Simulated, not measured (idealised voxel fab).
A process module follows: voxel tone inversion.
Section cut is 200 nm wide and gridded with 5 nm square cells.
Throughout this document, each cross-section is represented as a grid of square cells and is presented as a sequence of bands enumerated from the top downward, where a band comprises one or more rows of cells.
Band entry format. Leading values: height of top, height of bottom, nm. Remainder: materials in left-to-right order, each with its width in nm. Special words: "throughout" on a single material, which then fills the band edge to edge; "blank", empty space.
Measure heights from 0. That's the level where, below it, the as-received wafer is all one material. The lowest band is bottomless and extends downward; write it as in "0 down".
Read "30 to 40" as a graded width: first number on top, second number at the bottom, same change between each pair of neighbouring rows.
What does "no change occurred" mean for a step? It means no cell of the cross-section changed in that step.
"Sealed void list": sealed empty spaces, 8 cells or more, no open way to top, listed width x height at distance, with distance from the left edge and width, height and distance in nm.
after a step's settings: what the simulator itself notes on the step
overlay nm: for a step with a mask, the amount by which the mask lay right of where it was planned; a negative amount means left of it.
The following list gives the planned process steps:
1. RECEIVE,material Si
2. CONFORMAL_DEP,material SiN,thk nm 5
3. DIRECTIONAL_DEP,material aC,thk nm 25
4. PATTERN,tone cover,mask id POSTS,material resist,width nm 25,pitch nm 50,thk nm 35,overlay nm 0
5. DIRECTIONAL_ETCH,etch materials aC,depth nm 25
6. STRIP,etch materials resist
7. FILL_DEP,material SiO2,thk nm 10
8. CMP,height nm 30
9. STRIP,etch materials aC
10. CONFORMAL_DEP,material TiN,thk nm 5
11. FILL_DEP,material Cu,thk nm 5
12. CMP,height nm 30
13. CONFORMAL_DEP,material SiN,thk nm 5
First wafer, two in total, run as planned:
Wafer at receipt (post step 1), cross-section:
  0 down: Si throughout
  Sealed void list: none
After step 2:
  5 to 0: SiN throughout
  Unchanged below 0.
After step 3:
  30 to 5: aC throughout
  Unchanged below 5.
After step 4:
  65 to 30: blank 60, resist 25, blank 25, resist 25, blank 65
  Unchanged below 30.
After step 5:
  40 to 30: blank 60, resist 25, blank 25, resist 25, blank 65
  30 to 5: blank 60, aC 25, blank 25, aC 25, blank 65
  Unchanged below 5.
After step 6:
  30 to 5: blank 60, aC 25, blank 25, aC 25, blank 65
  Unchanged below 5.
After step 7:
  40 to 30: SiO2 throughout
  30 to 5: SiO2 60, aC 25, SiO2 25, aC 25, SiO2 65
  Unchanged below 5.
After step 8:
  30 to 5: SiO2 60, aC 25, SiO2 25, aC 25, SiO2 65
  Unchanged below 5.
After step 9:
  30 to 5: SiO2 60, blank 25, SiO2 25, blank 25, SiO2 65
  Unchanged below 5.
After step 10:
  35 to 30: TiN 65, blank 15, TiN 35, blank 15, TiN 70
  30 to 10: SiO2 60, TiN 5, blank 15, TiN 5, SiO2 25, TiN 5, blank 15, TiN 5, SiO2 65
  10 to 5: SiO2 60, TiN 25, SiO2 25, TiN 25, SiO2 65
  Unchanged below 5.
After step 11:
  40 to 35: Cu throughout
  35 to 30: TiN 65, Cu 15, TiN 35, Cu 15, TiN 70
  30 to 10: SiO2 60, TiN 5, Cu 15, TiN 5, SiO2 25, TiN 5, Cu 15, TiN 5, SiO2 65
  Unchanged below 10.
After step 12:
  30 to 10: SiO2 60, TiN 5, Cu 15, TiN 5, SiO2 25, TiN 5, Cu 15, TiN 5, SiO2 65
  Unchanged below 10.
After step 13:
  35 to 30: SiN throughout
  Unchanged below 30.
It is to be noted that the second wafer proceeded from the same initial state and according to the same plan as the first, although one mistake was committed in its execution; through step 3, inclusive, the two wafers share an identical history:
Second wafer, sectioned view, at step 4's planned end time:
  65 to 30: blank 65, resist 20, blank 30, resist 20, blank 65
  Unchanged below 30.
Second wafer, sectioned view, at step 5's planned end time:
  40 to 30: blank 65, resist 20, blank 30, resist 20, blank 65
  30 to 5: blank 65, aC 20, blank 30, aC 20, blank 65
  Unchanged below 5.
Second wafer, sectioned view, at step 6's planned end time:
  30 to 5: blank 65, aC 20, blank 30, aC 20, blank 65
  Unchanged below 5.
Second wafer, sectioned view, at step 7's planned end time:
  40 to 30: SiO2 throughout
  30 to 5: SiO2 65, aC 20, SiO2 30, aC 20, SiO2 65
  Unchanged below 5.
Second wafer, sectioned view, at step 8's planned end time:
  30 to 5: SiO2 65, aC 20, SiO2 30, aC 20, SiO2 65
  Unchanged below 5.
Second wafer, sectioned view, at step 9's planned end time:
  30 to 5: SiO2 65, blank 20, SiO2 30, blank 20, SiO2 65
  Unchanged below 5.
Second wafer, sectioned view, at step 10's planned end time:
  35 to 30: TiN 70, blank 10, TiN 40, blank 10, TiN 70
  30 to 10: SiO2 65, TiN 5, blank 10, TiN 5, SiO2 30, TiN 5, blank 10, TiN 5, SiO2 65
  10 to 5: SiO2 65, TiN 20, SiO2 30, TiN 20, SiO2 65
  Unchanged below 5.
Second wafer, sectioned view, at step 11's planned end time:
  40 to 35: Cu throughout
  35 to 30: TiN 70, Cu 10, TiN 40, Cu 10, TiN 70
  30 to 10: SiO2 65, TiN 5, Cu 10, TiN 5, SiO2 30, TiN 5, Cu 10, TiN 5, SiO2 65
  Unchanged below 10.
Second wafer, sectioned view, at step 12's planned end time:
  30 to 10: SiO2 65, TiN 5, Cu 10, TiN 5, SiO2 30, TiN 5, Cu 10, TiN 5, SiO2 65
  Unchanged below 10.
Second wafer, sectioned view, at step 13's planned end time:
  35 to 30: SiN throughout
  Unchanged below 30.
Misprocessing identified: planned and actual differ for step 4; actual: PATTERN,tone cover,mask id POSTS,material resist,width nm 20,pitch nm 50,thk nm 35,overlay nm 0
Once processing is complete, comparing cell counts shows that the second wafer has more or fewer of certain materials than the first: 8 fewer of Cu, 10 more of SiO2, 2 fewer of TiN
